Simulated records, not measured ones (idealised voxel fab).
This is a process module. Its name is voxel self aligned contacts.
Square cells of 5 nm make up the cross-section cut, whose width is 225 nm.
If you're reading a cross-section in this doc, picture square cells in a grid; it comes to you as bands, top ones listed first down to the bottom, and a band can be one or more rows of cells. In this notation a band is specified by the heights of its top and bottom, in that order and in nm, after which its materials appear from left to right, each paired with its width in nm. The word "full width" attached to a single material means that material fills the band from edge to edge; the word "empty" stands for empty space. For the purposes of this specification, 0 denotes the height below which the wafer in its as-received condition is composed wholly of one material, and the lowermost band, lacking a lower limit, extends downward without end, as expressed in "0 nm and below". The width entry "30->40" should be interpreted row by row: the top row of cells in the band takes the first number, the bottom row takes the second number, and the change between adjacent rows is uniform throughout. "stayed the same" means the step left every cell of the cross-section as it was. The entry "Enclosed void inventory" lists the empty spaces that cover at least 8 cells and have no open path to the top. Each is written as width x height at distance, where the distance is measured from the left edge and all three values are in nm. Anything after a step's settings on that line? It's the simulator's own note about the step. You can add "overlay nm" to a step's line. For a step with a mask, it describes how far the mask lay to the right of its planned position, and a negative number describes a lay to the left.
[Intended process steps]
1,RECEIVE | material Si
2,OXIDIZE | depth nm 5
3,DIRECTIONAL_DEP | material polySi | thk nm 30
4,DIRECTIONAL_DEP | material SiN | thk nm 20
5,PATTERN | tone cover | mask id GATE | material resist | width nm 35 | pitch nm 70 | thk nm 20 | overlay nm 0
6,DIRECTIONAL_ETCH | etch materials SiN | depth nm 20
7,DIRECTIONAL_ETCH | etch materials polySi | depth nm 30
8,STRIP | etch materials resist
9,CONFORMAL_DEP | material SiN | thk nm 5
10,DIRECTIONAL_ETCH | etch materials SiN | depth nm 5
11,FILL_DEP | material SiO2 | thk nm 20
12,CMP | height nm 60
13,DIRECTIONAL_DEP | material aC | thk nm 10
14,PATTERN | tone open | mask id CONTACT | material resist | width nm 55 | pitch nm 70 | thk nm 25 | overlay nm 0
15,DIRECTIONAL_ETCH | etch materials aC | depth nm 10
16,STRIP | etch materials resist
17,DIRECTIONAL_ETCH | etch materials SiO2 | depth nm 65
18,STRIP | etch materials aC
19,CONFORMAL_DEP | material TiN | thk nm 5
20,FILL_DEP | material W | thk nm 5
21,CMP | height nm 60
22,CONFORMAL_DEP | material SiN | thk nm 5
[First of two wafers, with the run carried out as planned]
[Wafer as received: cross-section following step 1]
    0 nm and below  Si full width
    Enclosed void inventory: none
[Upon completion of step 2, the wafer appears in cross-section as shown]
    0 nm to -5 nm  SiO2 full width
    All layers under -5 are left as they were.
[Upon completion of step 3, the wafer appears in cross-section as shown]
    30 nm to 0 nm  polySi full width
    All layers under 0 are left as they were.
[Upon completion of step 4, the wafer appears in cross-section as shown]
    50 nm to 30 nm  SiN full width
    All layers under 30 are left as they were.
[Upon completion of step 5, the wafer appears in cross-section as shown]
    70 nm to 50 nm  empty 25; resist 35; empty 35; resist 35; empty 35; resist 35; empty 25
    All layers under 50 are left as they were.
[Upon completion of step 6, the wafer appears in cross-section as shown]
    70 nm to 50 nm  empty 25; resist 35; empty 35; resist 35; empty 35; resist 35; empty 25
    50 nm to 30 nm  empty 25; SiN 35; empty 35; SiN 35; empty 35; SiN 35; empty 25
    All layers under 30 are left as they were.
[Upon completion of step 7, the wafer appears in cross-section as shown]
    70 nm to 50 nm  empty 25; resist 35; empty 35; resist 35; empty 35; resist 35; empty 25
    50 nm to 30 nm  empty 25; SiN 35; empty 35; SiN 35; empty 35; SiN 35; empty 25
    30 nm to 0 nm  empty 25; polySi 35; empty 35; polySi 35; empty 35; polySi 35; empty 25
    All layers under 0 are left as they were.
[Upon completion of step 8, the wafer appears in cross-section as shown]
    50 nm to 30 nm  empty 25; SiN 35; empty 35; SiN 35; empty 35; SiN 35; empty 25
    All layers under 30 are left as they were.
[Upon completion of step 9, the wafer appears in cross-section as shown]
    55 nm to 30 nm  empty 20; SiN 45; empty 25; SiN 45; empty 25; SiN 45; empty 20
    30 nm to 5 nm  empty 20; SiN 5; polySi 35; SiN 5; empty 25; SiN 5; polySi 35; SiN 5; empty 25; SiN 5; polySi 35; SiN 5; empty 20
    5 nm to 0 nm  SiN 25; polySi 35; SiN 35; polySi 35; SiN 35; polySi 35; SiN 25
    All layers under 0 are left as they were.
[Upon completion of step 10, the wafer appears in cross-section as shown]
    50 nm to 30 nm  empty 20; SiN 45; empty 25; SiN 45; empty 25; SiN 45; empty 20
    30 nm to 0 nm  empty 20; SiN 5; polySi 35; SiN 5; empty 25; SiN 5; polySi 35; SiN 5; empty 25; SiN 5; polySi 35; SiN 5; empty 20
    All layers under 0 are left as they were.
[Upon completion of step 11, the wafer appears in cross-section as shown]
    70 nm to 50 nm  SiO2 full width
    50 nm to 30 nm  SiO2 20; SiN 45; SiO2 25; SiN 45; SiO2 25; SiN 45; SiO2 20
    30 nm to 0 nm  SiO2 20; SiN 5; polySi 35; SiN 5; SiO2 25; SiN 5; polySi 35; SiN 5; SiO2 25; SiN 5; polySi 35; SiN 5; SiO2 20
    All layers under 0 are left as they were.
[Upon completion of step 12, the wafer appears in cross-section as shown]
    60 nm to 50 nm  SiO2 full width
    All layers under 50 are left as they were.
[Upon completion of step 13, the wafer appears in cross-section as shown]
    70 nm to 60 nm  aC full width
    All layers under 60 are left as they were.
[Upon completion of step 14, the wafer appears in cross-section as shown]
    95 nm to 70 nm  resist 50; empty 55; resist 15; empty 55; resist 50
    All layers under 70 are left as they were.
[Upon completion of step 15, the wafer appears in cross-section as shown]
    85 nm to 70 nm  resist 50; empty 55; resist 15; empty 55; resist 50
    70 nm to 60 nm  aC 50; empty 55; aC 15; empty 55; aC 50
    All layers under 60 are left as they were.
[Upon completion of step 16, the wafer appears in cross-section as shown]
    70 nm to 60 nm  aC 50; empty 55; aC 15; empty 55; aC 50
    All layers under 60 are left as they were.
[Upon completion of step 17, the wafer appears in cross-section as shown]
    70 nm to 60 nm  aC 50; empty 55; aC 15; empty 55; aC 50
    60 nm to 50 nm  SiO2 50; empty 55; SiO2 15; empty 55; SiO2 50
    50 nm to 30 nm  SiO2 20; SiN 45; empty 25; SiN 45; empty 25; SiN 45; SiO2 20
    30 nm to 0 nm  SiO2 20; SiN 5; polySi 35; SiN 5; empty 25; SiN 5; polySi 35; SiN 5; empty 25; SiN 5; polySi 35; SiN 5; SiO2 20
    0 nm to -5 nm  SiO2 65; empty 25; SiO2 45; empty 25; SiO2 65
    All layers under -5 are left as they were.
[Upon completion of step 18, the wafer appears in cross-section as shown]
    60 nm to 50 nm  SiO2 50; empty 55; SiO2 15; empty 55; SiO2 50
    All layers under 50 are left as they were.
[Upon completion of step 19, the wafer appears in cross-section as shown]
    65 nm to 60 nm  TiN 55; empty 45; TiN 25; empty 45; TiN 55
    60 nm to 50 nm  SiO2 50; TiN 5->20; empty 45->15; TiN 5->20; SiO2 15; TiN 5->20; empty 45->15; TiN 5->20; SiO2 50
    50 nm to 30 nm  SiO2 20; SiN 45; TiN 5; empty 15; TiN 5; SiN 45; TiN 5; empty 15; TiN 5; SiN 45; SiO2 20
    30 nm to 0 nm  SiO2 20; SiN 5; polySi 35; SiN 5; TiN 5; empty 15; TiN 5; SiN 5; polySi 35; SiN 5; TiN 5; empty 15; TiN 5; SiN 5; polySi 35; SiN 5; SiO2 20
    0 nm to -5 nm  SiO2 65; TiN 25; SiO2 45; TiN 25; SiO2 65
    All layers under -5 are left as they were.
[Upon completion of step 20, the wafer appears in cross-section as shown]
    70 nm to 65 nm  W full width
    65 nm to 60 nm  TiN 55; W 45; TiN 25; W 45; TiN 55
    60 nm to 50 nm  SiO2 50; TiN 5->20; W 45->15; TiN 5->20; SiO2 15; TiN 5->20; W 45->15; TiN 5->20; SiO2 50
    50 nm to 30 nm  SiO2 20; SiN 45; TiN 5; W 15; TiN 5; SiN 45; TiN 5; W 15; TiN 5; SiN 45; SiO2 20
    30 nm to 0 nm  SiO2 20; SiN 5; polySi 35; SiN 5; TiN 5; W 15; TiN 5; SiN 5; polySi 35; SiN 5; TiN 5; W 15; TiN 5; SiN 5; polySi 35; SiN 5; SiO2 20
    All layers under 0 are left as they were.
[Upon completion of step 21, the wafer appears in cross-section as shown]
    60 nm to 50 nm  SiO2 50; TiN 5->20; W 45->15; TiN 5->20; SiO2 15; TiN 5->20; W 45->15; TiN 5->20; SiO2 50
    All layers under 50 are left as they were.
[Upon completion of step 22, the wafer appears in cross-section as shown]
    65 nm to 60 nm  SiN full width
    All layers under 60 are left as they were.
[The second wafer: identical to the first at the outset and in its planned sequence, differing only in that one mistake was made during processing; up to and including step 4, its path is the first wafer's path]
[Planned end of step 5: second wafer, cross-section]
    70 nm to 50 nm  empty 30; resist 35; empty 35; resist 35; empty 35; resist 35; empty 20
    All layers under 50 are left as they were.
[Planned end of step 6: second wafer, cross-section]
    70 nm to 50 nm  empty 30; resist 35; empty 35; resist 35; empty 35; resist 35; empty 20
    50 nm to 30 nm  empty 30; SiN 35; empty 35; SiN 35; empty 35; SiN 35; empty 20
    All layers under 30 are left as they were.
[Planned end of step 7: second wafer, cross-section]
    70 nm to 50 nm  empty 30; resist 35; empty 35; resist 35; empty 35; resist 35; empty 20
    50 nm to 30 nm  empty 30; SiN 35; empty 35; SiN 35; empty 35; SiN 35; empty 20
    30 nm to 0 nm  empty 30; polySi 35; empty 35; polySi 35; empty 35; polySi 35; empty 20
    All layers under 0 are left as they were.
[Planned end of step 8: second wafer, cross-section]
    50 nm to 30 nm  empty 30; SiN 35; empty 35; SiN 35; empty 35; SiN 35; empty 20
    All layers under 30 are left as they were.
[Planned end of step 9: second wafer, cross-section]
    55 nm to 30 nm  empty 25; SiN 45; empty 25; SiN 45; empty 25; SiN 45; empty 15
    30 nm to 5 nm  empty 25; SiN 5; polySi 35; SiN 5; empty 25; SiN 5; polySi 35; SiN 5; empty 25; SiN 5; polySi 35; SiN 5; empty 15
    5 nm to 0 nm  SiN 30; polySi 35; SiN 35; polySi 35; SiN 35; polySi 35; SiN 20
    All layers under 0 are left as they were.
[Planned end of step 10: second wafer, cross-section]
    50 nm to 30 nm  empty 25; SiN 45; empty 25; SiN 45; empty 25; SiN 45; empty 15
    30 nm to 0 nm  empty 25; SiN 5; polySi 35; SiN 5; empty 25; SiN 5; polySi 35; SiN 5; empty 25; SiN 5; polySi 35; SiN 5; empty 15
    All layers under 0 are left as they were.
[Planned end of step 11: second wafer, cross-section]
    70 nm to 50 nm  SiO2 full width
    50 nm to 30 nm  SiO2 25; SiN 45; SiO2 25; SiN 45; SiO2 25; SiN 45; SiO2 15
    30 nm to 0 nm  SiO2 25; SiN 5; polySi 35; SiN 5; SiO2 25; SiN 5; polySi 35; SiN 5; SiO2 25; SiN 5; polySi 35; SiN 5; SiO2 15
    All layers under 0 are left as they were.
[Planned end of step 12: second wafer, cross-section]
    60 nm to 50 nm  SiO2 full width
    All layers under 50 are left as they were.
[Planned end of step 13: second wafer, cross-section]
    70 nm to 60 nm  aC full width
    All layers under 60 are left as they were.
[Planned end of step 14: second wafer, cross-section]
    95 nm to 70 nm  resist 50; empty 55; resist 15; empty 55; resist 50
    All layers under 70 are left as they were.
[Planned end of step 15: second wafer, cross-section]
    85 nm to 70 nm  resist 50; empty 55; resist 15; empty 55; resist 50
    70 nm to 60 nm  aC 50; empty 55; aC 15; empty 55; aC 50
    All layers under 60 are left as they were.
[Planned end of step 16: second wafer, cross-section]
    70 nm to 60 nm  aC 50; empty 55; aC 15; empty 55; aC 50
    All layers under 60 are left as they were.
[Planned end of step 17: second wafer, cross-section]
    70 nm to 60 nm  aC 50; empty 55; aC 15; empty 55; aC 50
    60 nm to 50 nm  SiO2 50; empty 55; SiO2 15; empty 55; SiO2 50
    50 nm to 30 nm  SiO2 25; SiN 45; empty 25; SiN 45; empty 25; SiN 45; SiO2 15
    30 nm to 0 nm  SiO2 25; SiN 5; polySi 35; SiN 5; empty 25; SiN 5; polySi 35; SiN 5; empty 25; SiN 5; polySi 35; SiN 5; SiO2 15
    0 nm to -5 nm  SiO2 70; empty 25; SiO2 45; empty 25; SiO2 60
    All layers under -5 are left as they were.
[Planned end of step 18: second wafer, cross-section]
    60 nm to 50 nm  SiO2 50; empty 55; SiO2 15; empty 55; SiO2 50
    All layers under 50 are left as they were.
[Planned end of step 19: second wafer, cross-section]
    65 nm to 60 nm  TiN 55; empty 45; TiN 25; empty 45; TiN 55
    60 nm to 50 nm  SiO2 50; TiN 5->25; empty 45->15; TiN 5->15; SiO2 15; TiN 5->25; empty 45->15; TiN 5->15; SiO2 50
    50 nm to 30 nm  SiO2 25; SiN 45; TiN 5; empty 15; TiN 5; SiN 45; TiN 5; empty 15; TiN 5; SiN 45; SiO2 15
    30 nm to 0 nm  SiO2 25; SiN 5; polySi 35; SiN 5; TiN 5; empty 15; TiN 5; SiN 5; polySi 35; SiN 5; TiN 5; empty 15; TiN 5; SiN 5; polySi 35; SiN 5; SiO2 15
    0 nm to -5 nm  SiO2 70; TiN 25; SiO2 45; TiN 25; SiO2 60
    All layers under -5 are left as they were.
[Planned end of step 20: second wafer, cross-section]
    70 nm to 65 nm  W full width
    65 nm to 60 nm  TiN 55; W 45; TiN 25; W 45; TiN 55
    60 nm to 50 nm  SiO2 50; TiN 5->25; W 45->15; TiN 5->15; SiO2 15; TiN 5->25; W 45->15; TiN 5->15; SiO2 50
    50 nm to 30 nm  SiO2 25; SiN 45; TiN 5; W 15; TiN 5; SiN 45; TiN 5; W 15; TiN 5; SiN 45; SiO2 15
    30 nm to 0 nm  SiO2 25; SiN 5; polySi 35; SiN 5; TiN 5; W 15; TiN 5; SiN 5; polySi 35; SiN 5; TiN 5; W 15; TiN 5; SiN 5; polySi 35; SiN 5; SiO2 15
    All layers under 0 are left as they were.
[Planned end of step 21: second wafer, cross-section]
    60 nm to 50 nm  SiO2 50; TiN 5->25; W 45->15; TiN 5->15; SiO2 15; TiN 5->25; W 45->15; TiN 5->15; SiO2 50
    All layers under 50 are left as they were.
[Planned end of step 22: second wafer, cross-section]
    65 nm to 60 nm  SiN full width
    All layers under 60 are left as they were.
Deviation from plan: rather than as planned, step 5 actually ran as PATTERN | tone cover | mask id GATE | material resist | width nm 35 | pitch nm 70 | thk nm 20 | overlay nm 5
Matching per-material cell counts, mismatched positions: that is how the second wafer compares with the first at the end.
